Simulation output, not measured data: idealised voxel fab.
Process module in this document: voxel quadruple lines
This is section cut - it's 140 nm across, gridded in 5 nm square cells.
Cross-section layout: square cells on a grid; listed as bands, top to bottom; a band spans one or more cell rows. The entry gives the band's vertical extent as a top height and a bottom height in nm, then its horizontal make-up as materials from left to right, each with a width in nm. "air" stands for empty space; a single material marked "edge to edge" fills the band edge to edge. Heights are measured from 0, the level below which the as-received wafer is all one material; the lowest band has no bottom and continues downward, written as in "0 -> down". Graded width ("30..40"): value in top row of band = first number; value in bottom row = second number; row-to-row change constant. What does "no alteration" mean for a step? It means no cell of the cross-section changed in that step. Voids not open to the top, 8 cells minimum: see "Closed internal cavities". Written width x height at distance; distance is from the left edge; nm. If you see something after the settings on a step's line, that's the simulator's own remark about that step. You can add "overlay nm" to a step's line. For a step with a mask, it describes how far the mask lay to the right of its planned position, and a negative number describes a lay to the left.
So here's the lineup of process steps we planned
1,RECEIVE, material Si
2,CONFORMAL_DEP, material SiO2, thk nm 5
3,DIRECTIONAL_DEP, material TiN, thk nm 10
4,DIRECTIONAL_DEP, material polySi, thk nm 20
5,DIRECTIONAL_DEP, material aC, thk nm 20
6,PATTERN, tone cover, mask id MANDREL, material resist, width nm 20, pitch nm 60, thk nm 30, overlay nm 0
7,DIRECTIONAL_ETCH, etch materials aC, depth nm 20
8,STRIP, etch materials resist
9,CONFORMAL_DEP, material SiO2, thk nm 10
10,DIRECTIONAL_ETCH, etch materials SiO2, depth nm 10
11,STRIP, etch materials aC
12,DIRECTIONAL_ETCH, etch materials polySi, depth nm 20
13,STRIP, etch materials SiO2
14,CONFORMAL_DEP, material SiCN, thk nm 5
15,DIRECTIONAL_ETCH, etch materials SiCN, depth nm 5
16,STRIP, etch materials polySi
17,DIRECTIONAL_ETCH, etch materials TiN, depth nm 10
18,STRIP, etch materials SiCN
19,FILL_DEP, material lowk, thk nm 10
20,CMP, height nm 15
Step 1 complete: cross-section of the wafer as received
    0 -> down: Si edge to edge
    Closed internal cavities: none
End-of-module cross-section. Starting structure and process plan as above; one mistake made in running it
    15 -> 10: lowk edge to edge
    10 -> 0: lowk 15 nm, TiN 5 nm, lowk 10 nm, TiN 5 nm, lowk 10 nm, TiN 5 nm, lowk 10 nm, TiN 5 nm, lowk 10 nm, TiN 5 nm, lowk 10 nm, TiN 5 nm, lowk 10 nm, TiN 5 nm, lowk 10 nm, TiN 5 nm, lowk 15 nm
    0 -> down: Si edge to edge
    Closed internal cavities: none
Nonconformance to the process plan: step 2 was dropped from the plan's execution and never run
